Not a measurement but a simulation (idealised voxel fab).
process module | voxel wiring stack
cross-section cut | 280 nm wide | cells 5 nm
A cross-section is a grid of square cells, given in bands from the top down. A band is one or more rows of cells.
Each band's line starts with the height of the band's top and of its bottom, in nm. Then come its materials from left to right, each with its width in nm. One material with "throughout" fills the band from edge to edge. "air" is empty space.
Height 0 is the level under which the wafer as received is all one material. The lowest band goes on downwards, as in "0 down".
A width such as "30 to 40" changes by the same amount from each row of cells to the next, from the band's top row to its bottom row.
"no change" after a step means that no cell of the cross-section changed.
closed voids: empty space of 8 cells or more with no open way to the top, each as width x height at its distance from the left edge, in nm
after a step's settings: what the simulator itself notes on the step
overlay nm, on a step with a mask: how far to the right of its planned place the mask lay; to the left if negative
Each pair below shows a cross-section before one step and the cross-section after it, down to the lowest band that changed. The line under each pair gives the step between them, with its settings. The pairs can come from different runs of this module on the same starting wafer, so a pair continues from the pair above only where its "before" says so.
before
  0 down: Si throughout
  closed voids: none
after
  10 to 0: SiO2 throughout
  below 0: unchanged
  closed voids: none
the step between: op CONFORMAL_DEP | material SiO2 | thk nm 10
before: the cross-section after the pair above
after
  15 to 10: SiCN throughout
  below 10: unchanged
  closed voids: none
the step between: op CONFORMAL_DEP | material SiCN | thk nm 5
before: the cross-section after the pair above
after
  40 to 15: SiO2 throughout
  below 15: unchanged
  closed voids: none
the step between: op DIRECTIONAL_DEP | material SiO2 | thk nm 25
before: the cross-section after the pair above
after
  40 to 15: SiO2 95 | air 30 | SiO2 30 | air 30 | SiO2 95
  below 15: unchanged
  closed voids: none
the step between: op MASKED_ETCH | tone open | mask id METAL_1 | width nm 30 | pitch nm 60 | etch materials SiO2 | depth nm 25 | overlay nm 0
before: the cross-section after the pair above
after
  40 to 15: SiO2 95 | air 30 | SiO2 30 | air 30 | SiO2 95
  15 to 10: SiCN 95 | air 30 | SiCN 30 | air 30 | SiCN 95
  below 10: unchanged
  closed voids: none
the step between: op MASKED_ETCH | tone open | mask id METAL_1 | width nm 30 | pitch nm 60 | etch materials SiCN | depth nm 5 | overlay nm 0
before: the cross-section after the pair above
after
  45 to 40: TiN 100 | air 20 | TiN 40 | air 20 | TiN 100
  40 to 15: SiO2 95 | TiN 5 | air 20 | TiN 5 | SiO2 30 | TiN 5 | air 20 | TiN 5 | SiO2 95
  15 to 10: SiCN 95 | TiN 30 | SiCN 30 | TiN 30 | SiCN 95
  below 10: unchanged
  closed voids: none
the step between: op CONFORMAL_DEP | material TiN | thk nm 5
before: the cross-section after the pair above
after
  55 to 45: Cu throughout
  45 to 40: TiN 100 | Cu 20 | TiN 40 | Cu 20 | TiN 100
  40 to 15: SiO2 95 | TiN 5 | Cu 20 | TiN 5 | SiO2 30 | TiN 5 | Cu 20 | TiN 5 | SiO2 95
  below 15: unchanged
  closed voids: none
the step between: op FILL_DEP | material Cu | thk nm 10
before: the cross-section after the pair above
after
  40 to 15: SiO2 95 | TiN 5 | Cu 20 | TiN 5 | SiO2 30 | TiN 5 | Cu 20 | TiN 5 | SiO2 95
  below 15: unchanged
  closed voids: none
the step between: op CMP | height nm 40
before: the cross-section after the pair above
after
  45 to 40: air 90 | Ru 40 | air 20 | Ru 40 | air 90
  below 40: unchanged
  closed voids: none
the step between: op EPI | material Ru | thk nm 5
before: the cross-section after the pair above
after
  50 to 45: SiCN throughout
  45 to 40: SiCN 90 | Ru 40 | SiCN 20 | Ru 40 | SiCN 90
  below 40: unchanged
  closed voids: none
the step between: op FILL_DEP | material SiCN | thk nm 5
before: the cross-section after the pair above
after
  65 to 50: lowk throughout
  below 50: unchanged
  closed voids: none
the step between: op DIRECTIONAL_DEP | material lowk | thk nm 15
before: the cross-section after the pair above
after
  75 to 65: aC throughout
  below 65: unchanged
  closed voids: none
the step between: op DIRECTIONAL_DEP | material aC | thk nm 10
before: the cross-section after the pair above
after
  100 to 75: resist 95 | air 15 | resist 45 | air 15 | resist 110
  below 75: unchanged
  closed voids: none
the step between: op PATTERN | tone open | mask id PLUG_1 | material resist | width nm 15 | pitch nm 60 | thk nm 25 | overlay nm 0
before: the cross-section after the pair above
after
  90 to 75: resist 95 | air 15 | resist 45 | air 15 | resist 110
  75 to 65: aC 95 | air 15 | aC 45 | air 15 | aC 110
  below 65: unchanged
  closed voids: none
the step between: op DIRECTIONAL_ETCH | etch materials aC | depth nm 10
before: the cross-section after the pair above
after
  75 to 65: aC 95 | air 15 | aC 45 | air 15 | aC 110
  below 65: unchanged
  closed voids: none
the step between: op STRIP | etch materials resist
before: the cross-section after the pair above
after
  75 to 65: aC 95 | air 15 | aC 45 | air 15 | aC 110
  65 to 50: lowk 95 | air 15 | lowk 45 | air 15 | lowk 110
  below 50: unchanged
  closed voids: none
the step between: op DIRECTIONAL_ETCH | etch materials lowk | depth nm 15
before: the cross-section after the pair above
after
  75 to 65: aC 95 | air 15 | aC 45 | air 15 | aC 110
  65 to 50: lowk 95 | air 15 | lowk 45 | air 15 | lowk 110
  50 to 45: SiCN 95 | air 15 | SiCN 45 | air 15 | SiCN 110
  below 45: unchanged
  closed voids: none
the step between: op DIRECTIONAL_ETCH | etch materials SiCN | depth nm 5
before: the cross-section after the pair above
after
  65 to 50: lowk 95 | air 15 | lowk 45 | air 15 | lowk 110
  below 50: unchanged
  closed voids: none
the step between: op STRIP | etch materials aC
before: the cross-section after the pair above
after
  70 to 65: TiN 100 | air 5 | TiN 55 | air 5 | TiN 115
  65 to 50: lowk 95 | TiN 5 | air 5 | TiN 5 | lowk 45 | TiN 5 | air 5 | TiN 5 | lowk 110
  50 to 45: SiCN 95 | TiN 15 | SiCN 45 | TiN 15 | SiCN 110
  below 45: unchanged
  closed voids: none
the step between: op CONFORMAL_DEP | material TiN | thk nm 5
before: the cross-section after the pair above
after
  75 to 70: Cu throughout
  70 to 65: TiN 100 | Cu 5 | TiN 55 | Cu 5 | TiN 115
  65 to 50: lowk 95 | TiN 5 | Cu 5 | TiN 5 | lowk 45 | TiN 5 | Cu 5 | TiN 5 | lowk 110
  below 50: unchanged
  closed voids: none
the step between: op FILL_DEP | material Cu | thk nm 5
before: the cross-section after the pair above
after
  65 to 50: lowk 95 | TiN 5 | Cu 5 | TiN 5 | lowk 45 | TiN 5 | Cu 5 | TiN 5 | lowk 110
  below 50: unchanged
  closed voids: none
the step between: op CMP | height nm 65
before: the cross-section after the pair above
after
  70 to 65: TiN throughout
  below 65: unchanged
  closed voids: none
the step between: op DIRECTIONAL_DEP | material TiN | thk nm 5
before: the cross-section after the pair above
after
  95 to 70: W throughout
  below 70: unchanged
  closed voids: none
the step between: op DIRECTIONAL_DEP | material W | thk nm 25
before: the cross-section after the pair above
after
  95 to 70: air 95 | W 30 | air 30 | W 30 | air 95
  below 70: unchanged
  closed voids: none
the step between: op MASKED_ETCH | tone cover | mask id METAL_2 | width nm 30 | pitch nm 60 | etch materials W | depth nm 25 | overlay nm 0
before: the cross-section after the pair above
after
  95 to 70: air 95 | W 30 | air 30 | W 30 | air 95
  70 to 65: air 95 | TiN 30 | air 30 | TiN 30 | air 95
  below 65: unchanged
  closed voids: none
the step between: op MASKED_ETCH | tone cover | mask id METAL_2 | width nm 30 | pitch nm 60 | etch materials TiN | depth nm 5 | overlay nm 0
before: the cross-section after the pair above
after
  100 to 95: air 90 | SiN 40 | air 20 | SiN 40 | air 90
  95 to 70: air 90 | SiN 5 | W 30 | SiN 5 | air 20 | SiN 5 | W 30 | SiN 5 | air 90
  70 to 65: SiN 95 | TiN 30 | SiN 30 | TiN 30 | SiN 95
  below 65: unchanged
  closed voids: none
the step between: op CONFORMAL_DEP | material SiN | thk nm 5
before: the cross-section after the pair above
after
  110 to 100: lowk throughout
  100 to 95: lowk 90 | SiN 40 | lowk 20 | SiN 40 | lowk 90
  95 to 70: lowk 90 | SiN 5 | W 30 | SiN 5 | lowk 20 | SiN 5 | W 30 | SiN 5 | lowk 90
  below 70: unchanged
  closed voids: none
the step between: op FILL_DEP | material lowk | thk nm 10
before: the cross-section after the pair above
after
  95 to 70: lowk 90 | SiN 5 | W 30 | SiN 5 | lowk 20 | SiN 5 | W 30 | SiN 5 | lowk 90
  below 70: unchanged
  closed voids: none
the step between: op CMP | height nm 95
before: the cross-section after the pair above
after
  100 to 95: SiCN throughout
  below 95: unchanged
  closed voids: none
the step between: op CONFORMAL_DEP | material SiCN | thk nm 5
before: the cross-section after the pair above
after
  115 to 100: lowk throughout
  below 100: unchanged
  closed voids: none
the step between: op DIRECTIONAL_DEP | material lowk | thk nm 15
before: the cross-section after the pair above
after
  130 to 115: aC throughout
  below 115: unchanged
  closed voids: none
the step between: op DIRECTIONAL_DEP | material aC | thk nm 15
before: the cross-section after the pair above
after
  165 to 130: resist 95 | air 15 | resist 45 | air 15 | resist 110
  below 130: unchanged
  closed voids: none
the step between: op PATTERN | tone open | mask id PLUG_2 | material resist | width nm 15 | pitch nm 60 | thk nm 35 | overlay nm 0
before: the cross-section after the pair above
after
  150 to 130: resist 95 | air 15 | resist 45 | air 15 | resist 110
  130 to 115: aC 95 | air 15 | aC 45 | air 15 | aC 110
  below 115: unchanged
  closed voids: none
the step between: op DIRECTIONAL_ETCH | etch materials aC | depth nm 15
before: the cross-section after the pair above
after
  130 to 115: aC 95 | air 15 | aC 45 | air 15 | aC 110
  below 115: unchanged
  closed voids: none
the step between: op STRIP | etch materials resist
before: the cross-section after the pair above
after
  130 to 115: aC 95 | air 15 | aC 45 | air 15 | aC 110
  115 to 100: lowk 95 | air 15 | lowk 45 | air 15 | lowk 110
  below 100: unchanged
  closed voids: none
the step between: op DIRECTIONAL_ETCH | etch materials lowk | depth nm 15
before: the cross-section after the pair above
after
  130 to 115: aC 95 | air 15 | aC 45 | air 15 | aC 110
  115 to 100: lowk 95 | air 15 | lowk 45 | air 15 | lowk 110
  100 to 95: SiCN 95 | air 15 | SiCN 45 | air 15 | SiCN 110
  below 95: unchanged
  closed voids: none
the step between: op DIRECTIONAL_ETCH | etch materials SiCN | depth nm 5
before: the cross-section after the pair above
after
  115 to 100: lowk 95 | air 15 | lowk 45 | air 15 | lowk 110
  below 100: unchanged
  closed voids: none
the step between: op STRIP | etch materials aC
before: the cross-section after the pair above
after
  120 to 115: TiN 100 | air 5 | TiN 55 | air 5 | TiN 115
  115 to 100: lowk 95 | TiN 5 | air 5 | TiN 5 | lowk 45 | TiN 5 | air 5 | TiN 5 | lowk 110
  100 to 95: SiCN 95 | TiN 15 | SiCN 45 | TiN 15 | SiCN 110
  below 95: unchanged
  closed voids: none
the step between: op CONFORMAL_DEP | material TiN | thk nm 5
before: the cross-section after the pair above
after
  130 to 120: Cu throughout
  120 to 115: TiN 100 | Cu 5 | TiN 55 | Cu 5 | TiN 115
  115 to 100: lowk 95 | TiN 5 | Cu 5 | TiN 5 | lowk 45 | TiN 5 | Cu 5 | TiN 5 | lowk 110
  below 100: unchanged
  closed voids: none
the step between: op FILL_DEP | material Cu | thk nm 10
before: the cross-section after the pair above
after
  115 to 100: lowk 95 | TiN 5 | Cu 5 | TiN 5 | lowk 45 | TiN 5 | Cu 5 | TiN 5 | lowk 110
  below 100: unchanged
  closed voids: none
the step between: op CMP | height nm 115
before: the cross-section after the pair above
after
  120 to 115: TiN throughout
  below 115: unchanged
  closed voids: none
the step between: op DIRECTIONAL_DEP | material TiN | thk nm 5
before: the cross-section after the pair above
after
  145 to 120: W throughout
  below 120: unchanged
  closed voids: none
the step between: op DIRECTIONAL_DEP | material W | thk nm 25
before: the cross-section after the pair above
after
  155 to 145: aC throughout
  below 145: unchanged
  closed voids: none
the step between: op DIRECTIONAL_DEP | material aC | thk nm 10
before: the cross-section after the pair above
after
  185 to 155: air 95 | resist 30 | air 30 | resist 30 | air 95
  below 155: unchanged
  closed voids: none
the step between: op PATTERN | tone cover | mask id METAL_3 | material resist | width nm 30 | pitch nm 60 | thk nm 30 | overlay nm 0
before: the cross-section after the pair above
after
  175 to 155: air 95 | resist 30 | air 30 | resist 30 | air 95
  155 to 145: air 95 | aC 30 | air 30 | aC 30 | air 95
  below 145: unchanged
  closed voids: none
the step between: op DIRECTIONAL_ETCH | etch materials aC | depth nm 10
before: the cross-section after the pair above
after
  155 to 145: air 95 | aC 30 | air 30 | aC 30 | air 95
  below 145: unchanged
  closed voids: none
the step between: op STRIP | etch materials resist
before: the cross-section after the pair above
after
  155 to 145: air 95 | aC 30 | air 30 | aC 30 | air 95
  145 to 120: air 95 | W 30 | air 30 | W 30 | air 95
  below 120: unchanged
  closed voids: none
the step between: op DIRECTIONAL_ETCH | etch materials W | depth nm 25
before: the cross-section after the pair above
after
  155 to 145: air 95 | aC 30 | air 30 | aC 30 | air 95
  145 to 120: air 95 | W 30 | air 30 | W 30 | air 95
  120 to 115: air 95 | TiN 30 | air 30 | TiN 30 | air 95
  below 115: unchanged
  closed voids: none
the step between: op DIRECTIONAL_ETCH | etch materials TiN | depth nm 5
before: the cross-section after the pair above
after
  145 to 120: air 95 | W 30 | air 30 | W 30 | air 95
  below 120: unchanged
  closed voids: none
the step between: op STRIP | etch materials aC
before: the cross-section after the pair above
after
  155 to 145: lowk throughout
  145 to 120: lowk 95 | W 30 | lowk 30 | W 30 | lowk 95
  120 to 115: lowk 95 | TiN 30 | lowk 30 | TiN 30 | lowk 95
  below 115: unchanged
  closed voids: none
the step between: op FILL_DEP | material lowk | thk nm 10
before: the cross-section after the pair above
after
  145 to 120: lowk 95 | W 30 | lowk 30 | W 30 | lowk 95
  below 120: unchanged
  closed voids: none
the step between: op CMP | height nm 145
before: the cross-section after the pair above
after
  150 to 145: SiN throughout
  below 145: unchanged
  closed voids: none
the step between: op CONFORMAL_DEP | material SiN | thk nm 5
before
  10 to 0: SiO2 throughout
  0 down: Si throughout
  closed voids: none
after
  35 to 0: SiO2 throughout
  below 0: unchanged
  closed voids: none
the step between: op DIRECTIONAL_DEP | material SiO2 | thk nm 25
before: the cross-section after the pair above
after
  35 to 10: SiO2 95 | air 30 | SiO2 30 | air 30 | SiO2 95
  below 10: unchanged
  closed voids: none
the step between: op MASKED_ETCH | tone open | mask id METAL_1 | width nm 30 | pitch nm 60 | etch materials SiO2 | depth nm 25 | overlay nm 0
before: the cross-section after the pair above
after
  40 to 35: TiN 100 | air 20 | TiN 40 | air 20 | TiN 100
  35 to 15: SiO2 95 | TiN 5 | air 20 | TiN 5 | SiO2 30 | TiN 5 | air 20 | TiN 5 | SiO2 95
  15 to 10: SiO2 95 | TiN 30 | SiO2 30 | TiN 30 | SiO2 95
  below 10: unchanged
  closed voids: none
the step between: op CONFORMAL_DEP | material TiN | thk nm 5
before: the cross-section after the pair above
after
  50 to 40: Cu throughout
  40 to 35: TiN 100 | Cu 20 | TiN 40 | Cu 20 | TiN 100
  35 to 15: SiO2 95 | TiN 5 | Cu 20 | TiN 5 | SiO2 30 | TiN 5 | Cu 20 | TiN 5 | SiO2 95
  below 15: unchanged
  closed voids: none
the step between: op FILL_DEP | material Cu | thk nm 10
before: the cross-section after the pair above
after
  40 to 35: TiN 100 | Cu 20 | TiN 40 | Cu 20 | TiN 100
  below 35: unchanged
  closed voids: none
the step between: op CMP | height nm 40
before: the cross-section after the pair above
after
  45 to 40: Ru throughout
  below 40: unchanged
  closed voids: none
the step between: op EPI | material Ru | thk nm 5
before: the cross-section after the pair above
after
  50 to 45: SiCN throughout
  below 45: unchanged
  closed voids: none
the step between: op FILL_DEP | material SiCN | thk nm 5
before: the cross-section after the pair above
after
  65 to 50: lowk throughout
  below 50: unchanged
  closed voids: none
the step between: op DIRECTIONAL_DEP | material lowk | thk nm 15
before: the cross-section after the pair above
after
  75 to 65: aC throughout
  below 65: unchanged
  closed voids: none
the step between: op DIRECTIONAL_DEP | material aC | thk nm 10
before: the cross-section after the pair above
after
  100 to 75: resist 95 | air 15 | resist 45 | air 15 | resist 110
  below 75: unchanged
  closed voids: none
the step between: op PATTERN | tone open | mask id PLUG_1 | material resist | width nm 15 | pitch nm 60 | thk nm 25 | overlay nm 0
before: the cross-section after the pair above
after
  90 to 75: resist 95 | air 15 | resist 45 | air 15 | resist 110
  75 to 65: aC 95 | air 15 | aC 45 | air 15 | aC 110
  below 65: unchanged
  closed voids: none
the step between: op DIRECTIONAL_ETCH | etch materials aC | depth nm 10
before: the cross-section after the pair above
after
  75 to 65: aC 95 | air 15 | aC 45 | air 15 | aC 110
  below 65: unchanged
  closed voids: none
the step between: op STRIP | etch materials resist
before: the cross-section after the pair above
after
  75 to 65: aC 95 | air 15 | aC 45 | air 15 | aC 110
  65 to 50: lowk 95 | air 15 | lowk 45 | air 15 | lowk 110
  below 50: unchanged
  closed voids: none
the step between: op DIRECTIONAL_ETCH | etch materials lowk | depth nm 15
before: the cross-section after the pair above
after
  75 to 65: aC 95 | air 15 | aC 45 | air 15 | aC 110
  65 to 50: lowk 95 | air 15 | lowk 45 | air 15 | lowk 110
  50 to 45: SiCN 95 | air 15 | SiCN 45 | air 15 | SiCN 110
  below 45: unchanged
  closed voids: none
the step between: op DIRECTIONAL_ETCH | etch materials SiCN | depth nm 5
before: the cross-section after the pair above
after
  65 to 50: lowk 95 | air 15 | lowk 45 | air 15 | lowk 110
  below 50: unchanged
  closed voids: none
the step between: op STRIP | etch materials aC
before: the cross-section after the pair above
after
  70 to 65: TiN 100 | air 5 | TiN 55 | air 5 | TiN 115
  65 to 50: lowk 95 | TiN 5 | air 5 | TiN 5 | lowk 45 | TiN 5 | air 5 | TiN 5 | lowk 110
  50 to 45: SiCN 95 | TiN 15 | SiCN 45 | TiN 15 | SiCN 110
  below 45: unchanged
  closed voids: none
the step between: op CONFORMAL_DEP | material TiN | thk nm 5
before: the cross-section after the pair above
after
  75 to 70: Cu throughout
  70 to 65: TiN 100 | Cu 5 | TiN 55 | Cu 5 | TiN 115
  65 to 50: lowk 95 | TiN 5 | Cu 5 | TiN 5 | lowk 45 | TiN 5 | Cu 5 | TiN 5 | lowk 110
  below 50: unchanged
  closed voids: none
the step between: op FILL_DEP | material Cu | thk nm 5
before: the cross-section after the pair above
after
  65 to 50: lowk 95 | TiN 5 | Cu 5 | TiN 5 | lowk 45 | TiN 5 | Cu 5 | TiN 5 | lowk 110
  below 50: unchanged
  closed voids: none
the step between: op CMP | height nm 65
before: the cross-section after the pair above
after
  70 to 65: TiN throughout
  below 65: unchanged
  closed voids: none
the step between: op DIRECTIONAL_DEP | material TiN | thk nm 5
before: the cross-section after the pair above
after
  95 to 70: W throughout
  below 70: unchanged
  closed voids: none
the step between: op DIRECTIONAL_DEP | material W | thk nm 25
before: the cross-section after the pair above
after
  95 to 70: air 95 | W 30 | air 30 | W 30 | air 95
  below 70: unchanged
  closed voids: none
the step between: op MASKED_ETCH | tone cover | mask id METAL_2 | width nm 30 | pitch nm 60 | etch materials W | depth nm 25 | overlay nm 0
before: the cross-section after the pair above
after
  95 to 70: air 95 | W 30 | air 30 | W 30 | air 95
  70 to 65: air 95 | TiN 30 | air 30 | TiN 30 | air 95
  below 65: unchanged
  closed voids: none
the step between: op MASKED_ETCH | tone cover | mask id METAL_2 | width nm 30 | pitch nm 60 | etch materials TiN | depth nm 5 | overlay nm 0
before: the cross-section after the pair above
after
  100 to 95: air 90 | SiN 40 | air 20 | SiN 40 | air 90
  95 to 70: air 90 | SiN 5 | W 30 | SiN 5 | air 20 | SiN 5 | W 30 | SiN 5 | air 90
  70 to 65: SiN 95 | TiN 30 | SiN 30 | TiN 30 | SiN 95
  below 65: unchanged
  closed voids: none
the step between: op CONFORMAL_DEP | material SiN | thk nm 5
before: the cross-section after the pair above
after
  110 to 100: lowk throughout
  100 to 95: lowk 90 | SiN 40 | lowk 20 | SiN 40 | lowk 90
  95 to 70: lowk 90 | SiN 5 | W 30 | SiN 5 | lowk 20 | SiN 5 | W 30 | SiN 5 | lowk 90
  below 70: unchanged
  closed voids: none
the step between: op FILL_DEP | material lowk | thk nm 10
before: the cross-section after the pair above
after
  95 to 70: lowk 90 | SiN 5 | W 30 | SiN 5 | lowk 20 | SiN 5 | W 30 | SiN 5 | lowk 90
  below 70: unchanged
  closed voids: none
the step between: op CMP | height nm 95
before: the cross-section after the pair above
after
  100 to 95: SiCN throughout
  below 95: unchanged
  closed voids: none
the step between: op CONFORMAL_DEP | material SiCN | thk nm 5
before: the cross-section after the pair above
after
  115 to 100: lowk throughout
  below 100: unchanged
  closed voids: none
the step between: op DIRECTIONAL_DEP | material lowk | thk nm 15
before: the cross-section after the pair above
after
  130 to 115: aC throughout
  below 115: unchanged
  closed voids: none
the step between: op DIRECTIONAL_DEP | material aC | thk nm 15
before: the cross-section after the pair above
after
  165 to 130: resist 95 | air 15 | resist 45 | air 15 | resist 110
  below 130: unchanged
  closed voids: none
the step between: op PATTERN | tone open | mask id PLUG_2 | material resist | width nm 15 | pitch nm 60 | thk nm 35 | overlay nm 0
before: the cross-section after the pair above
after
  150 to 130: resist 95 | air 15 | resist 45 | air 15 | resist 110
  130 to 115: aC 95 | air 15 | aC 45 | air 15 | aC 110
  below 115: unchanged
  closed voids: none
the step between: op DIRECTIONAL_ETCH | etch materials aC | depth nm 15
before: the cross-section after the pair above
after
  130 to 115: aC 95 | air 15 | aC 45 | air 15 | aC 110
  below 115: unchanged
  closed voids: none
the step between: op STRIP | etch materials resist
before: the cross-section after the pair above
after
  130 to 115: aC 95 | air 15 | aC 45 | air 15 | aC 110
  115 to 100: lowk 95 | air 15 | lowk 45 | air 15 | lowk 110
  below 100: unchanged
  closed voids: none
the step between: op DIRECTIONAL_ETCH | etch materials lowk | depth nm 15
before: the cross-section after the pair above
after
  130 to 115: aC 95 | air 15 | aC 45 | air 15 | aC 110
  115 to 100: lowk 95 | air 15 | lowk 45 | air 15 | lowk 110
  100 to 95: SiCN 95 | air 15 | SiCN 45 | air 15 | SiCN 110
  below 95: unchanged
  closed voids: none
the step between: op DIRECTIONAL_ETCH | etch materials SiCN | depth nm 5
before: the cross-section after the pair above
after
  115 to 100: lowk 95 | air 15 | lowk 45 | air 15 | lowk 110
  below 100: unchanged
  closed voids: none
the step between: op STRIP | etch materials aC
before: the cross-section after the pair above
after
  120 to 115: TiN 100 | air 5 | TiN 55 | air 5 | TiN 115
  115 to 100: lowk 95 | TiN 5 | air 5 | TiN 5 | lowk 45 | TiN 5 | air 5 | TiN 5 | lowk 110
  100 to 95: SiCN 95 | TiN 15 | SiCN 45 | TiN 15 | SiCN 110
  below 95: unchanged
  closed voids: none
the step between: op CONFORMAL_DEP | material TiN | thk nm 5
before: the cross-section after the pair above
after
  130 to 120: Cu throughout
  120 to 115: TiN 100 | Cu 5 | TiN 55 | Cu 5 | TiN 115
  115 to 100: lowk 95 | TiN 5 | Cu 5 | TiN 5 | lowk 45 | TiN 5 | Cu 5 | TiN 5 | lowk 110
  below 100: unchanged
  closed voids: none
the step between: op FILL_DEP | material Cu | thk nm 10
before: the cross-section after the pair above
after
  115 to 100: lowk 95 | TiN 5 | Cu 5 | TiN 5 | lowk 45 | TiN 5 | Cu 5 | TiN 5 | lowk 110
  below 100: unchanged
  closed voids: none
the step between: op CMP | height nm 115
before: the cross-section after the pair above
after
  120 to 115: TiN throughout
  below 115: unchanged
  closed voids: none
the step between: op DIRECTIONAL_DEP | material TiN | thk nm 5
before: the cross-section after the pair above
after
  145 to 120: W throughout
  below 120: unchanged
  closed voids: none
the step between: op DIRECTIONAL_DEP | material W | thk nm 25
before: the cross-section after the pair above
after
  155 to 145: aC throughout
  below 145: unchanged
  closed voids: none
the step between: op DIRECTIONAL_DEP | material aC | thk nm 10
before: the cross-section after the pair above
after
  185 to 155: air 95 | resist 30 | air 30 | resist 30 | air 95
  below 155: unchanged
  closed voids: none
the step between: op PATTERN | tone cover | mask id METAL_3 | material resist | width nm 30 | pitch nm 60 | thk nm 30 | overlay nm 0
before: the cross-section after the pair above
after
  175 to 155: air 95 | resist 30 | air 30 | resist 30 | air 95
  155 to 145: air 95 | aC 30 | air 30 | aC 30 | air 95
  below 145: unchanged
  closed voids: none
the step between: op DIRECTIONAL_ETCH | etch materials aC | depth nm 10
before: the cross-section after the pair above
after
  155 to 145: air 95 | aC 30 | air 30 | aC 30 | air 95
  below 145: unchanged
  closed voids: none
the step between: op STRIP | etch materials resist
before: the cross-section after the pair above
after
  155 to 145: air 95 | aC 30 | air 30 | aC 30 | air 95
  145 to 120: air 95 | W 30 | air 30 | W 30 | air 95
  below 120: unchanged
  closed voids: none
the step between: op DIRECTIONAL_ETCH | etch materials W | depth nm 25
before: the cross-section after the pair above
after
  155 to 145: air 95 | aC 30 | air 30 | aC 30 | air 95
  145 to 120: air 95 | W 30 | air 30 | W 30 | air 95
  120 to 115: air 95 | TiN 30 | air 30 | TiN 30 | air 95
  below 115: unchanged
  closed voids: none
the step between: op DIRECTIONAL_ETCH | etch materials TiN | depth nm 5
before: the cross-section after the pair above
after
  145 to 120: air 95 | W 30 | air 30 | W 30 | air 95
  below 120: unchanged
  closed voids: none
the step between: op STRIP | etch materials aC
before: the cross-section after the pair above
after
  155 to 145: lowk throughout
  145 to 120: lowk 95 | W 30 | lowk 30 | W 30 | lowk 95
  120 to 115: lowk 95 | TiN 30 | lowk 30 | TiN 30 | lowk 95
  below 115: unchanged
  closed voids: none
the step between: op FILL_DEP | material lowk | thk nm 10
before: the cross-section after the pair above
after
  145 to 120: lowk 95 | W 30 | lowk 30 | W 30 | lowk 95
  below 120: unchanged
  closed voids: none
the step between: op CMP | height nm 145
before: the cross-section after the pair above
after
  150 to 145: SiN throughout
  below 145: unchanged
  closed voids: none
the step between: op CONFORMAL_DEP | material SiN | thk nm 5
before
  115 to 100: lowk 95 | TiN 5 | Cu 5 | TiN 5 | lowk 45 | TiN 5 | Cu 5 | TiN 5 | lowk 110
  100 to 95: SiCN 95 | TiN 15 | SiCN 45 | TiN 15 | SiCN 110
  95 to 70: lowk 90 | SiN 5 | W 30 | SiN 5 | lowk 20 | SiN 5 | W 30 | SiN 5 | lowk 90
  70 to 65: SiN 95 | TiN 30 | SiN 30 | TiN 30 | SiN 95
  65 to 50: lowk 95 | TiN 5 | Cu 5 | TiN 5 | lowk 45 | TiN 5 | Cu 5 | TiN 5 | lowk 110
  50 to 45: SiCN 95 | TiN 15 | SiCN 45 | TiN 15 | SiCN 110
  45 to 40: SiCN 90 | Ru 40 | SiCN 20 | Ru 40 | SiCN 90
  40 to 15: SiO2 95 | TiN 5 | Cu 20 | TiN 5 | SiO2 30 | TiN 5 | Cu 20 | TiN 5 | SiO2 95
  15 to 10: SiCN 95 | TiN 30 | SiCN 30 | TiN 30 | SiCN 95
  10 to 0: SiO2 throughout
  0 down: Si throughout
  closed voids: none
after
  140 to 115: W throughout
  below 115: unchanged
  closed voids: none
the step between: op DIRECTIONAL_DEP | material W | thk nm 25
before: the cross-section after the pair above
after
  145 to 140: TiN throughout
  below 140: unchanged
  closed voids: none
the step between: op DIRECTIONAL_DEP | material TiN | thk nm 5
before: the cross-section after the pair above
after
  155 to 145: aC throughout
  below 145: unchanged
  closed voids: none
the step between: op DIRECTIONAL_DEP | material aC | thk nm 10
before: the cross-section after the pair above
after
  185 to 155: air 95 | resist 30 | air 30 | resist 30 | air 95
  below 155: unchanged
  closed voids: none
the step between: op PATTERN | tone cover | mask id METAL_3 | material resist | width nm 30 | pitch nm 60 | thk nm 30 | overlay nm 0
before: the cross-section after the pair above
after
  175 to 155: air 95 | resist 30 | air 30 | resist 30 | air 95
  155 to 145: air 95 | aC 30 | air 30 | aC 30 | air 95
  below 145: unchanged
  closed voids: none
the step between: op DIRECTIONAL_ETCH | etch materials aC | depth nm 10
before: the cross-section after the pair above
after
  155 to 145: air 95 | aC 30 | air 30 | aC 30 | air 95
  below 145: unchanged
  closed voids: none
the step between: op STRIP | etch materials resist
before: the cross-section after the pair above
after
  155 to 145: air 95 | aC 30 | air 30 | aC 30 | air 95
  145 to 140: air 95 | TiN 30 | air 30 | TiN 30 | air 95
  below 140: unchanged
  closed voids: none
the step between: op DIRECTIONAL_ETCH | etch materials TiN | depth nm 5
before: the cross-section after the pair above
after
  145 to 140: air 95 | TiN 30 | air 30 | TiN 30 | air 95
  below 140: unchanged
  closed voids: none
the step between: op STRIP | etch materials aC
before: the cross-section after the pair above
after
  155 to 145: lowk throughout
  145 to 140: lowk 95 | TiN 30 | lowk 30 | TiN 30 | lowk 95
  below 140: unchanged
  closed voids: none
the step between: op FILL_DEP | material lowk | thk nm 10
before: the cross-section after the pair above
after
  145 to 140: lowk 95 | TiN 30 | lowk 30 | TiN 30 | lowk 95
  below 140: unchanged
  closed voids: none
the step between: op CMP | height nm 145
before: the cross-section after the pair above
after
  150 to 145: SiN throughout
  below 145: unchanged
  closed voids: none
the step between: op CONFORMAL_DEP | material SiN | thk nm 5
before
  75 to 70: Cu throughout
  70 to 65: TiN 100 | Cu 5 | TiN 55 | Cu 5 | TiN 115
  65 to 50: lowk 95 | TiN 5 | Cu 5 | TiN 5 | lowk 45 | TiN 5 | Cu 5 | TiN 5 | lowk 110
  50 to 45: SiCN 95 | TiN 15 | SiCN 45 | TiN 15 | SiCN 110
  45 to 40: SiCN 90 | Ru 40 | SiCN 20 | Ru 40 | SiCN 90
  40 to 15: SiO2 95 | TiN 5 | Cu 20 | TiN 5 | SiO2 30 | TiN 5 | Cu 20 | TiN 5 | SiO2 95
  15 to 10: SiCN 95 | TiN 30 | SiCN 30 | TiN 30 | SiCN 95
  10 to 0: SiO2 throughout
  0 down: Si throughout
  closed voids: none
after
  60 to 50: lowk 95 | TiN 5 | Cu 5 | TiN 5 | lowk 45 | TiN 5 | Cu 5 | TiN 5 | lowk 110
  below 50: unchanged
  closed voids: none
the step between: op CMP | height nm 60
before: the cross-section after the pair above
after
  65 to 60: TiN throughout
  below 60: unchanged
  closed voids: none
the step between: op DIRECTIONAL_DEP | material TiN | thk nm 5
before: the cross-section after the pair above
after
  90 to 65: W throughout
  below 65: unchanged
  closed voids: none
the step between: op DIRECTIONAL_DEP | material W | thk nm 25
before: the cross-section after the pair above
after
  90 to 65: air 95 | W 30 | air 30 | W 30 | air 95
  below 65: unchanged
  closed voids: none
the step between: op MASKED_ETCH | tone cover | mask id METAL_2 | width nm 30 | pitch nm 60 | etch materials W | depth nm 25 | overlay nm 0
